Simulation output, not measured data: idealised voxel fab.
The name of this process module is voxel double patterning.
This is section cut - it's 240 nm across, gridded in 5 nm square cells.
In this document a cross-section is written as a grid of square cells. It is given as a series of bands, listed from the top down, and a band is one or more rows of cells.
Basically the band line says how high the top is and how high the bottom is, in nm, and then what's in it from left to right, every material with its width in nm. Empty space shows up as "empty", and if a single material carries "throughout" it runs the full band edge to edge.
Convention: height 0 is the level below which the wafer, as received, is all one material. The lowest band does not terminate at the bottom but continues downward, represented as "from 0 down".
A width given as "30..40" starts at the first number in the band's top row and ends at the second number in its bottom row, shifting by an equal amount at every step from row to row.
A step reported as "no alteration" is a step in which no cell of the cross-section changed.
In the "Sealed voids" entry, you get each enclosed empty space of 8 cells or more, one with no open way to the top, written width x height at distance, distance from the left edge, in nm.
What comes after the settings on a step's line is commentary from the simulator itself on that step.
When a step includes a mask, the "overlay nm" setting on its line states how far to the right of its planned place that mask lay, and negative values state how far to the left.
# Process steps (planned)
1,RECEIVE,material Si
2,CONFORMAL_DEP,material SiO2,thk nm 5
3,DIRECTIONAL_DEP,material TiN,thk nm 20
4,DIRECTIONAL_DEP,material SiCN,thk nm 10
5,DIRECTIONAL_DEP,material aC,thk nm 10
6,PATTERN,tone open,mask id FIRST,material resist,width nm 15,pitch nm 50,thk nm 25,overlay nm 0
7,DIRECTIONAL_ETCH,etch materials aC,depth nm 10
8,STRIP,etch materials resist
9,DIRECTIONAL_ETCH,etch materials SiCN,depth nm 10
10,STRIP,etch materials aC
11,PATTERN,tone open,mask id SECOND,material resist,width nm 15,pitch nm 50,thk nm 20,overlay nm 0
12,DIRECTIONAL_ETCH,etch materials SiCN,depth nm 10
13,STRIP,etch materials resist
14,DIRECTIONAL_ETCH,etch materials TiN,depth nm 20
15,STRIP,etch materials SiCN
The plan shows the width nm of step 11 as the first wafer had it; this setting differs between the wafers, which start out alike.
# So this is the first of several wafers, cross-sectioned as it came to us, meaning it's at the end of step 1
- from 0 down  Si throughout
- Sealed voids: none
# Rows = wafers. At module end, each row lists per material the cells gained (+) or lost (-) since the wafer was received, then the closed voids
width nm 15 | +48 SiO2 | +132 TiN | Sealed voids: none
width nm 20 | +48 SiO2 | +124 TiN | Sealed voids: none
width nm 25 | +48 SiO2 | +116 TiN | Sealed voids: none
width nm 30 | +48 SiO2 | +108 TiN | Sealed voids: none
